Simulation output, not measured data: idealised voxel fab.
This is a process module. Its name is voxel ribs on slabs.
The width of the displayed cross-section, cut, is 175 nm; its cells are square, with a size of 5 nm.
If you're reading a cross-section in this doc, picture square cells in a grid; it comes to you as bands, top ones listed first down to the bottom, and a band can be one or more rows of cells. Top, bottom (nm), then materials left to right with widths (nm); lone material tagged "edge to edge" fills the whole band edge to edge; "air" = empty space. The reference from which all heights are counted is 0, the level beneath which the as-received wafer is entirely one material; the lowest band, having no lower bound, proceeds downward and is written after the example "0 down". Graded width ("30->40"): value in top row of band = first number; value in bottom row = second number; row-to-row change constant. A step reported as "nothing got changed" is a step in which no cell of the cross-section changed. Voids not open to the top, 8 cells minimum: see "Voids, sealed". Written width x height at distance; distance is from the left edge; nm. Where a step's line continues beyond its settings, the continuation is a remark by the simulator itself on that step. For masked steps, "overlay nm" on the step line gives how far right of plan the mask actually lay; a minus sign means it lay to the left.

THESE ARE THE STEPS WE PLANNED FOR THE PROCESS
1,RECEIVE | material Si
2,DIRECTIONAL_DEP | material SiO2 | thk nm 25
3,DIRECTIONAL_DEP | material SiN | thk nm 25
4,DIRECTIONAL_DEP | material aC | thk nm 10
5,PATTERN | tone cover | mask id RIB | material resist | width nm 25 | thk nm 25 | overlay nm 0
6,DIRECTIONAL_ETCH | etch materials aC | depth nm 10
7,STRIP | etch materials resist
8,DIRECTIONAL_ETCH | etch materials SiN | depth nm 20
9,STRIP | etch materials aC
10,PATTERN | tone cover | mask id SLAB | material resist | width nm 65 | thk nm 20 | overlay nm 0
11,DIRECTIONAL_ETCH | etch materials SiN | depth nm 5
12,STRIP | etch materials resist
13,FILL_DEP | material SiO2 | thk nm 25
14,CMP | height nm 65
15,DIRECTIONAL_DEP | material TiN | thk nm 5
16,PATTERN | tone cover | mask id HEATER | material resist | width nm 35 | thk nm 15 | overlay nm 0
17,DIRECTIONAL_ETCH | etch materials TiN | depth nm 5
18,STRIP | etch materials resist
19,CONFORMAL_DEP | material SiN | thk nm 5

THE FIRST OF A SET OF TWO WAFERS, RUN TO PLAN

CROSS-SECTION OF THE WAFER UPON ARRIVAL, REPRESENTING THE STATE REACHED AFTER STEP 1
0 down: Si edge to edge
Voids, sealed: none

THE WAFER, SEEN IN CROSS-SECTION, AFTER STEP 2
25 to 0: SiO2 edge to edge
Beneath the level 0, the cross-section is identical to its previous state.

THE WAFER, SEEN IN CROSS-SECTION, AFTER STEP 3
50 to 25: SiN edge to edge
Beneath the level 25, the cross-section is identical to its previous state.

THE WAFER, SEEN IN CROSS-SECTION, AFTER STEP 4
60 to 50: aC edge to edge
Beneath the level 50, the cross-section is identical to its previous state.

THE WAFER, SEEN IN CROSS-SECTION, AFTER STEP 5
85 to 60: 75 nm air | 25 nm resist | 75 nm air
Beneath the level 60, the cross-section is identical to its previous state.

THE WAFER, SEEN IN CROSS-SECTION, AFTER STEP 6
75 to 60: 75 nm air | 25 nm resist | 75 nm air
60 to 50: 75 nm air | 25 nm aC | 75 nm air
Beneath the level 50, the cross-section is identical to its previous state.

THE WAFER, SEEN IN CROSS-SECTION, AFTER STEP 7
60 to 50: 75 nm air | 25 nm aC | 75 nm air
Beneath the level 50, the cross-section is identical to its previous state.

THE WAFER, SEEN IN CROSS-SECTION, AFTER STEP 8
60 to 50: 75 nm air | 25 nm aC | 75 nm air
50 to 30: 75 nm air | 25 nm SiN | 75 nm air
Beneath the level 30, the cross-section is identical to its previous state.

THE WAFER, SEEN IN CROSS-SECTION, AFTER STEP 9
50 to 30: 75 nm air | 25 nm SiN | 75 nm air
Beneath the level 30, the cross-section is identical to its previous state.

THE WAFER, SEEN IN CROSS-SECTION, AFTER STEP 10
70 to 50: 55 nm air | 65 nm resist | 55 nm air
50 to 30: 55 nm air | 20 nm resist | 25 nm SiN | 20 nm resist | 55 nm air
Beneath the level 30, the cross-section is identical to its previous state.

THE WAFER, SEEN IN CROSS-SECTION, AFTER STEP 11
70 to 50: 55 nm air | 65 nm resist | 55 nm air
50 to 30: 55 nm air | 20 nm resist | 25 nm SiN | 20 nm resist | 55 nm air
30 to 25: 55 nm air | 65 nm SiN | 55 nm air
Beneath the level 25, the cross-section is identical to its previous state.

THE WAFER, SEEN IN CROSS-SECTION, AFTER STEP 12
50 to 30: 75 nm air | 25 nm SiN | 75 nm air
Beneath the level 30, the cross-section is identical to its previous state.

THE WAFER, SEEN IN CROSS-SECTION, AFTER STEP 13
75 to 50: SiO2 edge to edge
50 to 30: 75 nm SiO2 | 25 nm SiN | 75 nm SiO2
30 to 25: 55 nm SiO2 | 65 nm SiN | 55 nm SiO2
Beneath the level 25, the cross-section is identical to its previous state.

THE WAFER, SEEN IN CROSS-SECTION, AFTER STEP 14
65 to 50: SiO2 edge to edge
Beneath the level 50, the cross-section is identical to its previous state.

THE WAFER, SEEN IN CROSS-SECTION, AFTER STEP 15
70 to 65: TiN edge to edge
Beneath the level 65, the cross-section is identical to its previous state.

THE WAFER, SEEN IN CROSS-SECTION, AFTER STEP 16
85 to 70: 70 nm air | 35 nm resist | 70 nm air
Beneath the level 70, the cross-section is identical to its previous state.

THE WAFER, SEEN IN CROSS-SECTION, AFTER STEP 17
85 to 70: 70 nm air | 35 nm resist | 70 nm air
70 to 65: 70 nm air | 35 nm TiN | 70 nm air
Beneath the level 65, the cross-section is identical to its previous state.

THE WAFER, SEEN IN CROSS-SECTION, AFTER STEP 18
70 to 65: 70 nm air | 35 nm TiN | 70 nm air
Beneath the level 65, the cross-section is identical to its previous state.

THE WAFER, SEEN IN CROSS-SECTION, AFTER STEP 19
75 to 70: 65 nm air | 45 nm SiN | 65 nm air
70 to 65: 70 nm SiN | 35 nm TiN | 70 nm SiN
Beneath the level 65, the cross-section is identical to its previous state.

WHAT FOLLOWS CONCERNS THE SECOND WAFER, WHICH STARTED OUT LIKE THE FIRST AND WAS MEANT TO FOLLOW THE VERY SAME PLAN; ONE MISTAKE CREPT IN WHEN IT WAS RUN, BUT EVERYTHING UP TO AND INCLUDING STEP 2 IS THE SAME AS FOR THE FIRST WAFER

HERE IS THE SECOND WAFER IN CROSS-SECTION AT THE POINT WHERE STEP 3 OF THE PLAN SHOULD HAVE BEEN DONE
40 to 25: SiN edge to edge
Beneath the level 25, the cross-section is identical to its previous state.

HERE IS THE SECOND WAFER IN CROSS-SECTION AT THE POINT WHERE STEP 4 OF THE PLAN SHOULD HAVE BEEN DONE
50 to 40: aC edge to edge
Beneath the level 40, the cross-section is identical to its previous state.

HERE IS THE SECOND WAFER IN CROSS-SECTION AT THE POINT WHERE STEP 5 OF THE PLAN SHOULD HAVE BEEN DONE
75 to 50: 75 nm air | 25 nm resist | 75 nm air
Beneath the level 50, the cross-section is identical to its previous state.

HERE IS THE SECOND WAFER IN CROSS-SECTION AT THE POINT WHERE STEP 6 OF THE PLAN SHOULD HAVE BEEN DONE
65 to 50: 75 nm air | 25 nm resist | 75 nm air
50 to 40: 75 nm air | 25 nm aC | 75 nm air
Beneath the level 40, the cross-section is identical to its previous state.

HERE IS THE SECOND WAFER IN CROSS-SECTION AT THE POINT WHERE STEP 7 OF THE PLAN SHOULD HAVE BEEN DONE
50 to 40: 75 nm air | 25 nm aC | 75 nm air
Beneath the level 40, the cross-section is identical to its previous state.

HERE IS THE SECOND WAFER IN CROSS-SECTION AT THE POINT WHERE STEP 8 OF THE PLAN SHOULD HAVE BEEN DONE
50 to 40: 75 nm air | 25 nm aC | 75 nm air
40 to 25: 75 nm air | 25 nm SiN | 75 nm air
Beneath the level 25, the cross-section is identical to its previous state.

HERE IS THE SECOND WAFER IN CROSS-SECTION AT THE POINT WHERE STEP 9 OF THE PLAN SHOULD HAVE BEEN DONE
40 to 25: 75 nm air | 25 nm SiN | 75 nm air
Beneath the level 25, the cross-section is identical to its previous state.

HERE IS THE SECOND WAFER IN CROSS-SECTION AT THE POINT WHERE STEP 10 OF THE PLAN SHOULD HAVE BEEN DONE
60 to 40: 55 nm air | 65 nm resist | 55 nm air
40 to 25: 55 nm air | 20 nm resist | 25 nm SiN | 20 nm resist | 55 nm air
Beneath the level 25, the cross-section is identical to its previous state.

Here is the second wafer in cross-section at the point where step 11 of the plan should have been done: nothing got changed

HERE IS THE SECOND WAFER IN CROSS-SECTION AT THE POINT WHERE STEP 12 OF THE PLAN SHOULD HAVE BEEN DONE
40 to 25: 75 nm air | 25 nm SiN | 75 nm air
Beneath the level 25, the cross-section is identical to its previous state.

HERE IS THE SECOND WAFER IN CROSS-SECTION AT THE POINT WHERE STEP 13 OF THE PLAN SHOULD HAVE BEEN DONE
65 to 40: SiO2 edge to edge
40 to 25: 75 nm SiO2 | 25 nm SiN | 75 nm SiO2
Beneath the level 25, the cross-section is identical to its previous state.

Here is the second wafer in cross-section at the point where step 14 of the plan should have been done: nothing got changed

HERE IS THE SECOND WAFER IN CROSS-SECTION AT THE POINT WHERE STEP 15 OF THE PLAN SHOULD HAVE BEEN DONE
70 to 65: TiN edge to edge
Beneath the level 65, the cross-section is identical to its previous state.

HERE IS THE SECOND WAFER IN CROSS-SECTION AT THE POINT WHERE STEP 16 OF THE PLAN SHOULD HAVE BEEN DONE
85 to 70: 70 nm air | 35 nm resist | 70 nm air
Beneath the level 70, the cross-section is identical to its previous state.

HERE IS THE SECOND WAFER IN CROSS-SECTION AT THE POINT WHERE STEP 17 OF THE PLAN SHOULD HAVE BEEN DONE
85 to 70: 70 nm air | 35 nm resist | 70 nm air
70 to 65: 70 nm air | 35 nm TiN | 70 nm air
Beneath the level 65, the cross-section is identical to its previous state.

HERE IS THE SECOND WAFER IN CROSS-SECTION AT THE POINT WHERE STEP 18 OF THE PLAN SHOULD HAVE BEEN DONE
70 to 65: 70 nm air | 35 nm TiN | 70 nm air
Beneath the level 65, the cross-section is identical to its previous state.

HERE IS THE SECOND WAFER IN CROSS-SECTION AT THE POINT WHERE STEP 19 OF THE PLAN SHOULD HAVE BEEN DONE
75 to 70: 65 nm air | 45 nm SiN | 65 nm air
70 to 65: 70 nm SiN | 35 nm TiN | 70 nm SiN
Beneath the level 65, the cross-section is identical to its previous state.
Finding, execution versus plan: heads up, step 3 didn't go per plan, it actually ran as DIRECTIONAL_DEP | material SiN | thk nm 15
at the end the second wafer has, in cells: -18 SiN | +18 SiO2
